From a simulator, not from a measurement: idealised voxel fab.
Process module, titled voxel self aligned contacts
Pictured: cross-section cut, 175 nm wide, on a grid of 5 nm square cells.
In what follows, cross-sections appear as grids of square cells, described through bands that run from the top down, where every band is one or more rows of cells. The band entry comprises the height of the band's top followed by the height of its bottom, expressed in nm, and subsequently the band's materials from left to right, each stated together with its width in nm. Where a single material is marked with the word "all across", that material fills the band from edge to edge. The word "blank" represents empty space. All heights in this document are referenced to 0, defined as the level beneath which the wafer, as received, consists entirely of one material. The lowest band is not bounded below; it extends indefinitely downward and is written in the form "0 and below". Width spec "30 to 40" -> top row of cells at first value, bottom row at second value, equal per-row change in between. It should be understood that the words "nothing got changed", when stated for a given step, signify that the cross-section underwent no change in any of its cells during that step. If an empty space has no open way to the top and is at least 8 cells in size, "Enclosed cavities" lists it, written width x height at distance, where distance is measured from the left edge and every value is in nm. Anything after a step's settings on that line? It's the simulator's own note about the step. overlay nm: mask offset rightward from planned place, masked step; negative means leftward offset.
These are the steps we planned for the process:
step 1: RECEIVE with material Si
step 2: CONFORMAL_DEP with material SiO2, thk nm 5
step 3: DIRECTIONAL_DEP with material polySi, thk nm 25
step 4: DIRECTIONAL_DEP with material SiN, thk nm 15
step 5: DIRECTIONAL_DEP with material aC, thk nm 10
step 6: PATTERN with tone cover, mask id GATE, material resist, width nm 25, pitch nm 60, thk nm 25, overlay nm 0
step 7: DIRECTIONAL_ETCH with etch materials aC, depth nm 10
step 8: STRIP with etch materials resist
step 9: DIRECTIONAL_ETCH with etch materials SiN, depth nm 15
step 10: DIRECTIONAL_ETCH with etch materials polySi, depth nm 25
step 11: STRIP with etch materials aC
step 12: CONFORMAL_DEP with material SiN, thk nm 5
step 13: DIRECTIONAL_ETCH with etch materials SiN, depth nm 5
step 14: FILL_DEP with material SiO2, thk nm 15
step 15: CMP with height nm 50
step 16: MASKED_ETCH with tone open, mask id CONTACT, width nm 45, etch materials SiO2, depth nm 50, overlay nm 0
step 17: CONFORMAL_DEP with material TiN, thk nm 5
step 18: FILL_DEP with material W, thk nm 5
step 19: CMP with height nm 50
step 20: CONFORMAL_DEP with material SiCN, thk nm 5
First wafer out of two, processed as planned:
As-received wafer cross-section (after step 1):
	0 and below  Si all across
	Enclosed cavities: none
Presented here is a cross-section of the wafer after step 2 has been performed:
	5 down to 0  SiO2 all across
	Rest of section, below 0: as before.
Presented here is a cross-section of the wafer after step 3 has been performed:
	30 down to 5  polySi all across
	Rest of section, below 5: as before.
Presented here is a cross-section of the wafer after step 4 has been performed:
	45 down to 30  SiN all across
	Rest of section, below 30: as before.
Presented here is a cross-section of the wafer after step 5 has been performed:
	55 down to 45  aC all across
	Rest of section, below 45: as before.
Presented here is a cross-section of the wafer after step 6 has been performed:
	80 down to 55  blank 45; resist 25; blank 35; resist 25; blank 45
	Rest of section, below 55: as before.
Presented here is a cross-section of the wafer after step 7 has been performed:
	70 down to 55  blank 45; resist 25; blank 35; resist 25; blank 45
	55 down to 45  blank 45; aC 25; blank 35; aC 25; blank 45
	Rest of section, below 45: as before.
Presented here is a cross-section of the wafer after step 8 has been performed:
	55 down to 45  blank 45; aC 25; blank 35; aC 25; blank 45
	Rest of section, below 45: as before.
Presented here is a cross-section of the wafer after step 9 has been performed:
	55 down to 45  blank 45; aC 25; blank 35; aC 25; blank 45
	45 down to 30  blank 45; SiN 25; blank 35; SiN 25; blank 45
	Rest of section, below 30: as before.
Presented here is a cross-section of the wafer after step 10 has been performed:
	55 down to 45  blank 45; aC 25; blank 35; aC 25; blank 45
	45 down to 30  blank 45; SiN 25; blank 35; SiN 25; blank 45
	30 down to 5  blank 45; polySi 25; blank 35; polySi 25; blank 45
	Rest of section, below 5: as before.
Presented here is a cross-section of the wafer after step 11 has been performed:
	45 down to 30  blank 45; SiN 25; blank 35; SiN 25; blank 45
	Rest of section, below 30: as before.
Presented here is a cross-section of the wafer after step 12 has been performed:
	50 down to 30  blank 40; SiN 35; blank 25; SiN 35; blank 40
	30 down to 10  blank 40; SiN 5; polySi 25; SiN 5; blank 25; SiN 5; polySi 25; SiN 5; blank 40
	10 down to 5  SiN 45; polySi 25; SiN 35; polySi 25; SiN 45
	Rest of section, below 5: as before.
Presented here is a cross-section of the wafer after step 13 has been performed:
	45 down to 30  blank 40; SiN 35; blank 25; SiN 35; blank 40
	30 down to 5  blank 40; SiN 5; polySi 25; SiN 5; blank 25; SiN 5; polySi 25; SiN 5; blank 40
	Rest of section, below 5: as before.
Presented here is a cross-section of the wafer after step 14 has been performed:
	60 down to 45  SiO2 all across
	45 down to 30  SiO2 40; SiN 35; SiO2 25; SiN 35; SiO2 40
	30 down to 5  SiO2 40; SiN 5; polySi 25; SiN 5; SiO2 25; SiN 5; polySi 25; SiN 5; SiO2 40
	Rest of section, below 5: as before.
Presented here is a cross-section of the wafer after step 15 has been performed:
	50 down to 45  SiO2 all across
	Rest of section, below 45: as before.
Presented here is a cross-section of the wafer after step 16 has been performed:
	50 down to 45  SiO2 65; blank 45; SiO2 65
	45 down to 30  SiO2 40; SiN 35; blank 25; SiN 35; SiO2 40
	30 down to 5  SiO2 40; SiN 5; polySi 25; SiN 5; blank 25; SiN 5; polySi 25; SiN 5; SiO2 40
	5 down to 0  SiO2 75; blank 25; SiO2 75
	Rest of section, below 0: as before.
Presented here is a cross-section of the wafer after step 17 has been performed:
	55 down to 50  TiN 70; blank 35; TiN 70
	50 down to 45  SiO2 65; TiN 15; blank 15; TiN 15; SiO2 65
	45 down to 30  SiO2 40; SiN 35; TiN 5; blank 15; TiN 5; SiN 35; SiO2 40
	30 down to 5  SiO2 40; SiN 5; polySi 25; SiN 5; TiN 5; blank 15; TiN 5; SiN 5; polySi 25; SiN 5; SiO2 40
	5 down to 0  SiO2 75; TiN 25; SiO2 75
	Rest of section, below 0: as before.
Presented here is a cross-section of the wafer after step 18 has been performed:
	60 down to 55  W all across
	55 down to 50  TiN 70; W 35; TiN 70
	50 down to 45  SiO2 65; TiN 15; W 15; TiN 15; SiO2 65
	45 down to 30  SiO2 40; SiN 35; TiN 5; W 15; TiN 5; SiN 35; SiO2 40
	30 down to 5  SiO2 40; SiN 5; polySi 25; SiN 5; TiN 5; W 15; TiN 5; SiN 5; polySi 25; SiN 5; SiO2 40
	Rest of section, below 5: as before.
Presented here is a cross-section of the wafer after step 19 has been performed:
	50 down to 45  SiO2 65; TiN 15; W 15; TiN 15; SiO2 65
	Rest of section, below 45: as before.
Presented here is a cross-section of the wafer after step 20 has been performed:
	55 down to 50  SiCN all across
	Rest of section, below 50: as before.
Notes, second wafer: start = first wafer's, plan = first wafer's, execution had one mistake; history identical to first through step 15:
X-section, second wafer, when step 16 was due to finish:
	50 down to 45  SiO2 75; blank 45; SiO2 55
	45 down to 30  SiO2 40; SiN 35; blank 25; SiN 35; SiO2 40
	30 down to 5  SiO2 40; SiN 5; polySi 25; SiN 5; blank 25; SiN 5; polySi 25; SiN 5; SiO2 40
	5 down to 0  SiO2 75; blank 25; SiO2 75
	Rest of section, below 0: as before.
X-section, second wafer, when step 17 was due to finish:
	55 down to 50  TiN 80; blank 35; TiN 60
	50 down to 45  SiO2 75; TiN 5; blank 15; TiN 25; SiO2 55
	45 down to 30  SiO2 40; SiN 35; TiN 5; blank 15; TiN 5; SiN 35; SiO2 40
	30 down to 5  SiO2 40; SiN 5; polySi 25; SiN 5; TiN 5; blank 15; TiN 5; SiN 5; polySi 25; SiN 5; SiO2 40
	5 down to 0  SiO2 75; TiN 25; SiO2 75
	Rest of section, below 0: as before.
X-section, second wafer, when step 18 was due to finish:
	60 down to 55  W all across
	55 down to 50  TiN 80; W 35; TiN 60
	50 down to 45  SiO2 75; TiN 5; W 15; TiN 25; SiO2 55
	45 down to 30  SiO2 40; SiN 35; TiN 5; W 15; TiN 5; SiN 35; SiO2 40
	30 down to 5  SiO2 40; SiN 5; polySi 25; SiN 5; TiN 5; W 15; TiN 5; SiN 5; polySi 25; SiN 5; SiO2 40
	Rest of section, below 5: as before.
X-section, second wafer, when step 19 was due to finish:
	50 down to 45  SiO2 75; TiN 5; W 15; TiN 25; SiO2 55
	Rest of section, below 45: as before.
X-section, second wafer, when step 20 was due to finish:
	55 down to 50  SiCN all across
	Rest of section, below 50: as before.
In executing the process, a mistake was made relative to the plan: it should be noted that step 16 was executed with settings other than those planned, the operation and settings actually applied being MASKED_ETCH with tone open, mask id CONTACT, width nm 45, etch materials SiO2, depth nm 50, overlay nm 10
The concluding comparison shows that, measured in cells, each material is equally abundant on both wafers, albeit at different positions.
